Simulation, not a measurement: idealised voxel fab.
Presented below is a process module, voxel self aligned vias.
Cross-sectional view cut (width: 255 nm; square cell size: 5 nm).
If you're reading a cross-section in this doc, picture square cells in a grid; it comes to you as bands, top ones listed first down to the bottom, and a band can be one or more rows of cells. The entry gives the band's vertical extent as a top height and a bottom height in nm, then its horizontal make-up as materials from left to right, each with a width in nm. "air" stands for empty space; a single material marked "throughout" fills the band edge to edge. Ref level 0: as-received wafer is one material below here. Bottom band extends down with no lower bound ("0 nm and below"). You'd read "30->40" like this: the band's top row of cells is as wide as the first number, its bottom row is as wide as the second, and going down, every row changes width by the same amount as the row before did. Step marked "remained the same"? Then no cell in the cross-section changed in it. The entry titled "Fully enclosed voids" provides the empty spaces that have no open way to the top, restricted to those of 8 cells or more. Each is presented as width x height at distance, the distance being measured from the left edge, with all three in nm. Where a step's line continues beyond its settings, the continuation is a remark by the simulator itself on that step. The setting "overlay nm" may be written on the line of a step. When the step uses a mask, the value reports how far to the right of the planned place the mask lay, and a negative value reports that it lay to the left.
### Set out below are the planned steps of the process
1) RECEIVE: material Si
2) CONFORMAL_DEP: material SiO2, thk nm 10
3) CONFORMAL_DEP: material SiCN, thk nm 5
4) DIRECTIONAL_DEP: material lowk, thk nm 20
5) MASKED_ETCH: tone open, mask id LINES, width nm 20, pitch nm 55, etch materials lowk, depth nm 20, overlay nm 0
6) CONFORMAL_DEP: material TiN, thk nm 5
7) FILL_DEP: material W, thk nm 5
8) CMP: height nm 35
9) SELECTIVE_ETCH: etch materials W Ru TiN, depth nm 5
10) FILL_DEP: material SiN, thk nm 10
11) CMP: height nm 35
12) DIRECTIONAL_DEP: material lowk, thk nm 20
13) PATTERN: tone open, mask id VIAS, material resist, width nm 40, pitch nm 55, thk nm 20, overlay nm 0
14) DIRECTIONAL_ETCH: etch materials lowk, depth nm 20
15) DIRECTIONAL_ETCH: etch materials SiN, depth nm 5
16) STRIP: etch materials resist
17) CONFORMAL_DEP: material TiN, thk nm 5
18) FILL_DEP: material Ru, thk nm 10
19) CMP: height nm 55
20) CONFORMAL_DEP: material SiCN, thk nm 5
### Wafer cross-section on receipt, i.e. after step 1
- 0 nm and below  Si throughout
- Fully enclosed voids: none
### Post-module cross-section: identical start and plan to those above, one misstep in execution
- 60 nm to 55 nm  SiCN throughout
- 55 nm to 40 nm  50 lowk, then 5 TiN, then 30 Ru, then 5 TiN, then 15 lowk, then 5 TiN, then 30 Ru, then 5 TiN, then 15 lowk, then 5 TiN, then 30 Ru, then 5 TiN, then 55 lowk
- 40 nm to 35 nm  50 lowk, then 40 TiN, then 15 lowk, then 40 TiN, then 15 lowk, then 40 TiN, then 55 lowk
- 35 nm to 30 nm  SiCN throughout
- 30 nm to 10 nm  lowk throughout
- 10 nm to 0 nm  SiO2 throughout
- 0 nm and below  Si throughout
- Fully enclosed voids: none
Where did the run depart from the plan? plan vs actual: 3 and 4 interchanged
